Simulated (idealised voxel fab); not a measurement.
This is a process module. Its name is voxel tone inversion.
Xsec cut, 295 nm wide, square cell size 5 nm.
Cross-section = grid of square cells, listed top down in bands; band = one or more rows.
Each band's line starts with the height of the band's top and of its bottom, in nm. Then come its materials from left to right, each with its width in nm. One material with "full width" fills the band from edge to edge. "air" is empty space.
Below 0: as-received wafer, all one material; heights counted from there. Lowest band: no bottom, goes on down, written "top 0, no bottom".
Width "30..40": first value at the band's top row of cells, second value at its bottom row, equal change from row to row.
"all unchanged" after a step means that no cell of the cross-section changed.
"Closed void entries": sealed empty spaces, 8 cells or more, no open way to top, listed width x height at distance, with distance from the left edge and width, height and distance in nm.
Formally, on a step line, whatever follows the settings is a remark that the simulator itself makes on the step.
When a step includes a mask, the "overlay nm" setting on its line states how far to the right of its planned place that mask lay, and negative values state how far to the left.

# Intended process steps
1,RECEIVE, material Si
2,CONFORMAL_DEP, material SiN, thk nm 10
3,DIRECTIONAL_DEP, material polySi, thk nm 20
4,PATTERN, tone cover, mask id POSTS, material resist, width nm 20, pitch nm 50, thk nm 30, overlay nm 0
5,DIRECTIONAL_ETCH, etch materials polySi, depth nm 20
6,STRIP, etch materials resist
7,FILL_DEP, material lowk, thk nm 10
8,CMP, height nm 30
9,STRIP, etch materials polySi
10,CONFORMAL_DEP, material TiN, thk nm 5
11,FILL_DEP, material Ru, thk nm 5
12,CMP, height nm 30
13,CONFORMAL_DEP, material SiCN, thk nm 5

# Here's what the wafer looked like in cross-section when it arrived - that's after step 1
  top 0, no bottom = Si full width
  Closed void entries: none

# The cross-section shown corresponds to the wafer at the conclusion of the module. The initial structure and the process plan are those presented above; however, one mistake occurred in executing the plan
  top 35, bottom 30 = SiCN full width
  top 30, bottom 15 = lowk=115 | TiN=5 | Ru=10 | TiN=5 | lowk=30 | TiN=5 | Ru=10 | TiN=5 | lowk=110
  top 15, bottom 10 = lowk=115 | TiN=20 | lowk=30 | TiN=20 | lowk=110
  top 10, bottom 0 = SiN full width
  top 0, no bottom = Si full width
  Closed void entries: none
Nonconformance to the process plan: contrary to plan, step 4 was performed as PATTERN, tone cover, mask id POSTS, material resist, width nm 20, pitch nm 50, thk nm 30, overlay nm 5
